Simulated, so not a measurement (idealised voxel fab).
Module name: voxel tone inversion (process module)
Square cells of 5 nm make up the cross-section cut, whose width is 280 nm.
Throughout this document, each cross-section is represented as a grid of square cells and is presented as a sequence of bands enumerated from the top downward, where a band comprises one or more rows of cells.
Band: top and bottom heights (nm) first, top before bottom; then materials from left to right, widths in nm. "all across" marks a sole material filling the band edge to edge. "blank" denotes empty space.
Beneath 0, the wafer as received is one material, and that level is where height counting begins. The lowest band goes on downward without a bottom; it is written like "0 nm and below".
Top row gets the first number, bottom row gets the second, and each row in between changes by the same step: that is how a band width like "30..40" works.
"same as before" -> step changed no cross-section cell.
Reported under the label "Closed void catalog" are the empty spaces having no open way to the top and comprising 8 cells or more; the notation for each is width x height at distance, in which the distance is measured from the left edge and all three values are in nm.
Whatever follows a step's settings on its line is a remark the simulator itself makes about that step.
Among the settings permitted on a step's line is "overlay nm"; applied to a step with a mask, it specifies the extent to which the mask lay to the right of its planned position, whereas a negative figure signifies a position to the left.

THIS SECTION LISTS THE PROCESS STEPS THAT WERE PLANNED
1) RECEIVE (material Si)
2) CONFORMAL_DEP (material SiCN; thk nm 10)
3) DIRECTIONAL_DEP (material aC; thk nm 20)
4) PATTERN (tone cover; mask id POSTS; material resist; width nm 15; pitch nm 30; thk nm 30; overlay nm 0)
5) DIRECTIONAL_ETCH (etch materials aC; depth nm 20)
6) STRIP (etch materials resist)
7) FILL_DEP (material SiO2; thk nm 5)
8) CMP (height nm 30)
9) STRIP (etch materials aC)

WAFER AT RECEIPT (POST STEP 1), CROSS-SECTION
- 0 nm and below | Si all across
- Closed void catalog: none

FIGURE: CROSS-SECTIONAL VIEW OF THE WAFER UPON COMPLETION OF THE MODULE, PROCESSED FROM THE INITIAL STATE AND ACCORDING TO THE PLAN DEPICTED ABOVE, WITH ONE ERROR INTRODUCED DURING EXECUTION
- 30 nm to 25 nm | SiO2 all across
- 25 nm to 10 nm | SiO2=100  aC=15  SiO2=15  aC=15  SiO2=15  aC=15  SiO2=105
- 10 nm to 0 nm | SiCN all across
- 0 nm and below | Si all across
- Closed void catalog: none
Where did the run depart from the plan? heads up, step 3 didn't go per plan, it actually ran as DIRECTIONAL_DEP (material aC; thk nm 15)
